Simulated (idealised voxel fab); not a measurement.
Proc. module: voxel lift off
cross-section cut | 210 nm wide | cells 5 nm
Cross-section = grid of square cells, listed top down in bands; band = one or more rows. The band entry comprises the height of the band's top followed by the height of its bottom, expressed in nm, and subsequently the band's materials from left to right, each stated together with its width in nm. Where a single material is marked with the word "everywhere", that material fills the band from edge to edge. The word "air" represents empty space. Zero point of the height axis is 0; under it, received wafer = one material. Lowest band: continues down indefinitely, "from 0 down". So if you see something like "30->40" for the width, read it as the top row of the band sitting at the first number and the bottom row at the second, with every row in between moving by the same amount as the last. The cross-section has no changed cell in any step marked "same as before". Under "Voids, enclosed" you'll find the enclosed gaps, the ones with no way out to the top, that are 8 cells or bigger; each reads width x height at distance, with distance counted from the left edge, everything in nm. On a step's line, text after the settings is the simulator commenting on that step. On any step carrying a mask, the "overlay nm" setting, if present on the step's line, tells how far right of its planned place the mask lay; negative values point to the left.
The planned process steps are enumerated hereunder
1) RECEIVE [material Si]
2) CONFORMAL_DEP [material SiO2] [thk nm 10]
3) PATTERN [tone open] [mask id LINES] [material resist] [width nm 20] [pitch nm 35] [thk nm 20] [overlay nm 0]
4) DIRECTIONAL_DEP [material Ru] [thk nm 10]
5) STRIP [etch materials resist]
6) CONFORMAL_DEP [material SiN] [thk nm 5]
first wafer, as planned
Cross-section of the incoming wafer, state after step 1
> from 0 down = Si everywhere
> Voids, enclosed: none
You're looking at a cross-section of the wafer after step 2
> from 10 to 0 = SiO2 everywhere
> All layers under 0 are left as they were.
You're looking at a cross-section of the wafer after step 3
> from 30 to 10 = resist (75) / air (20) / resist (15) / air (20) / resist (80)
> All layers under 10 are left as they were.
You're looking at a cross-section of the wafer after step 4
> from 40 to 30 = Ru (75) / air (20) / Ru (15) / air (20) / Ru (80)
> from 30 to 20 = resist (75) / air (20) / resist (15) / air (20) / resist (80)
> from 20 to 10 = resist (75) / Ru (20) / resist (15) / Ru (20) / resist (80)
> All layers under 10 are left as they were.
You're looking at a cross-section of the wafer after step 5
> from 20 to 10 = air (75) / Ru (20) / air (15) / Ru (20) / air (80)
> All layers under 10 are left as they were.
You're looking at a cross-section of the wafer after step 6
> from 25 to 20 = air (70) / SiN (30) / air (5) / SiN (30) / air (75)
> from 20 to 15 = air (70) / SiN (5) / Ru (20) / SiN (5) / air (5) / SiN (5) / Ru (20) / SiN (5) / air (75)
> from 15 to 10 = SiN (75) / Ru (20) / SiN (15) / Ru (20) / SiN (80)
> All layers under 10 are left as they were.
Second of two: same start, same plan, one run error; steps up to and including 4 match the first
Second wafer, sectioned view, at step 5's planned end time
> from 20 to 10 = air (75) / Ru (20) / air (15) / Ru (20) / air (80)
> All layers under 10 are left as they were.
Second wafer, sectioned view, at step 6's planned end time
> from 25 to 20 = air (70) / SiN (30) / air (5) / SiN (30) / air (75)
> from 20 to 15 = air (70) / SiN (5) / Ru (20) / SiN (5) / air (5) / SiN (5) / Ru (20) / SiN (5) / air (75)
> from 15 to 10 = SiN (75) / Ru (20) / SiN (15) / Ru (20) / SiN (80)
> All layers under 10 are left as they were.
Short version of what went wrong: plan step 5 ran twice
The mistake has no effect on what this model computes, because the two wafers end with the same cross-section.
